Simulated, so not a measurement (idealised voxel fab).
This section sets out a process module, namely voxel tone inversion.
Each square cell in cross-section cut measures 5 nm, and the section as a whole is 260 nm wide.
We lay out every cross-section as a grid of square cells and spell it out in bands from the top down, where one band means one or more rows of cells.
Quick guide to a band line: top height, bottom height (nm) up front; then every material left to right with its width in nm. Only one material and it's marked "full width"? Then it fills the band edge to edge. And "empty" just means empty space.
The level at which height equals 0 is the one under which the wafer, as it arrives, is entirely one material. No lower edge exists for the bottom band, which continues downward and is notated as in "0 and below".
The notation "30 to 40" denotes a width that varies across the rows of cells in the band, beginning at the first number in the top row, finishing at the second number in the bottom row, and changing by an identical amount from each row to the next.
When a step is marked "stayed the same", none of the cells in the cross-section changed during that step.
Under "Completely enclosed voids" you'll find the enclosed gaps, the ones with no way out to the top, that are 8 cells or bigger; each reads width x height at distance, with distance counted from the left edge, everything in nm.
What comes after the settings on a step's line is commentary from the simulator itself on that step.
overlay nm: mask right of planned place by this much (step with mask). Neg. = left.
-- The following list gives the planned process steps
1) RECEIVE with material Si
2) CONFORMAL_DEP with material SiCN, thk nm 5
3) DIRECTIONAL_DEP with material polySi, thk nm 20
4) PATTERN with tone cover, mask id POSTS, material resist, width nm 20, pitch nm 40, thk nm 25, overlay nm 0
5) DIRECTIONAL_ETCH with etch materials polySi, depth nm 20
6) STRIP with etch materials resist
7) FILL_DEP with material lowk, thk nm 10
8) CMP with height nm 25
9) STRIP with etch materials polySi
10) CONFORMAL_DEP with material TiN, thk nm 5
11) FILL_DEP with material W, thk nm 5
12) CMP with height nm 25
13) CONFORMAL_DEP with material SiN, thk nm 5
-- First of two wafers - as planned
-- Received-state cross-section, reflecting completion of step 1
    0 and below = Si full width
    Completely enclosed voids: none
-- The wafer in cross-section once step 2 is complete
    5 down to 0 = SiCN full width
    Under 0: no change, same as before.
-- The wafer in cross-section once step 3 is complete
    25 down to 5 = polySi full width
    Under 5: no change, same as before.
-- The wafer in cross-section once step 4 is complete
    50 down to 25 = empty=100  resist=20  empty=20  resist=20  empty=100
    Under 25: no change, same as before.
-- The wafer in cross-section once step 5 is complete
    50 down to 25 = empty=100  resist=20  empty=20  resist=20  empty=100
    25 down to 5 = empty=100  polySi=20  empty=20  polySi=20  empty=100
    Under 5: no change, same as before.
-- The wafer in cross-section once step 6 is complete
    25 down to 5 = empty=100  polySi=20  empty=20  polySi=20  empty=100
    Under 5: no change, same as before.
-- The wafer in cross-section once step 7 is complete
    35 down to 25 = lowk full width
    25 down to 5 = lowk=100  polySi=20  lowk=20  polySi=20  lowk=100
    Under 5: no change, same as before.
-- The wafer in cross-section once step 8 is complete
    25 down to 5 = lowk=100  polySi=20  lowk=20  polySi=20  lowk=100
    Under 5: no change, same as before.
-- The wafer in cross-section once step 9 is complete
    25 down to 5 = lowk=100  empty=20  lowk=20  empty=20  lowk=100
    Under 5: no change, same as before.
-- The wafer in cross-section once step 10 is complete
    30 down to 25 = TiN=105  empty=10  TiN=30  empty=10  TiN=105
    25 down to 10 = lowk=100  TiN=5  empty=10  TiN=5  lowk=20  TiN=5  empty=10  TiN=5  lowk=100
    10 down to 5 = lowk=100  TiN=20  lowk=20  TiN=20  lowk=100
    Under 5: no change, same as before.
-- The wafer in cross-section once step 11 is complete
    35 down to 30 = W full width
    30 down to 25 = TiN=105  W=10  TiN=30  W=10  TiN=105
    25 down to 10 = lowk=100  TiN=5  W=10  TiN=5  lowk=20  TiN=5  W=10  TiN=5  lowk=100
    Under 10: no change, same as before.
-- The wafer in cross-section once step 12 is complete
    25 down to 10 = lowk=100  TiN=5  W=10  TiN=5  lowk=20  TiN=5  W=10  TiN=5  lowk=100
    Under 10: no change, same as before.
-- The wafer in cross-section once step 13 is complete
    30 down to 25 = SiN full width
    Under 25: no change, same as before.
-- Second of two: same start, same plan, one run error; steps up to and including 3 match the first
-- Cross-section of the second wafer when, according to plan, step 4 should have finished
    50 down to 25 = empty=105  resist=20  empty=20  resist=20  empty=95
    Under 25: no change, same as before.
-- Cross-section of the second wafer when, according to plan, step 5 should have finished
    50 down to 25 = empty=105  resist=20  empty=20  resist=20  empty=95
    25 down to 5 = empty=105  polySi=20  empty=20  polySi=20  empty=95
    Under 5: no change, same as before.
-- Cross-section of the second wafer when, according to plan, step 6 should have finished
    25 down to 5 = empty=105  polySi=20  empty=20  polySi=20  empty=95
    Under 5: no change, same as before.
-- Cross-section of the second wafer when, according to plan, step 7 should have finished
    35 down to 25 = lowk full width
    25 down to 5 = lowk=105  polySi=20  lowk=20  polySi=20  lowk=95
    Under 5: no change, same as before.
-- Cross-section of the second wafer when, according to plan, step 8 should have finished
    25 down to 5 = lowk=105  polySi=20  lowk=20  polySi=20  lowk=95
    Under 5: no change, same as before.
-- Cross-section of the second wafer when, according to plan, step 9 should have finished
    25 down to 5 = lowk=105  empty=20  lowk=20  empty=20  lowk=95
    Under 5: no change, same as before.
-- Cross-section of the second wafer when, according to plan, step 10 should have finished
    30 down to 25 = TiN=110  empty=10  TiN=30  empty=10  TiN=100
    25 down to 10 = lowk=105  TiN=5  empty=10  TiN=5  lowk=20  TiN=5  empty=10  TiN=5  lowk=95
    10 down to 5 = lowk=105  TiN=20  lowk=20  TiN=20  lowk=95
    Under 5: no change, same as before.
-- Cross-section of the second wafer when, according to plan, step 11 should have finished
    35 down to 30 = W full width
    30 down to 25 = TiN=110  W=10  TiN=30  W=10  TiN=100
    25 down to 10 = lowk=105  TiN=5  W=10  TiN=5  lowk=20  TiN=5  W=10  TiN=5  lowk=95
    Under 10: no change, same as before.
-- Cross-section of the second wafer when, according to plan, step 12 should have finished
    25 down to 10 = lowk=105  TiN=5  W=10  TiN=5  lowk=20  TiN=5  W=10  TiN=5  lowk=95
    Under 10: no change, same as before.
-- Cross-section of the second wafer when, according to plan, step 13 should have finished
    30 down to 25 = SiN full width
    Under 25: no change, same as before.
what went wrong: planned and actual differ for step 4; actual: PATTERN with tone cover, mask id POSTS, material resist, width nm 20, pitch nm 40, thk nm 25, overlay nm 5
Final wafers compared: equal cell tally per material, rearranged layout.
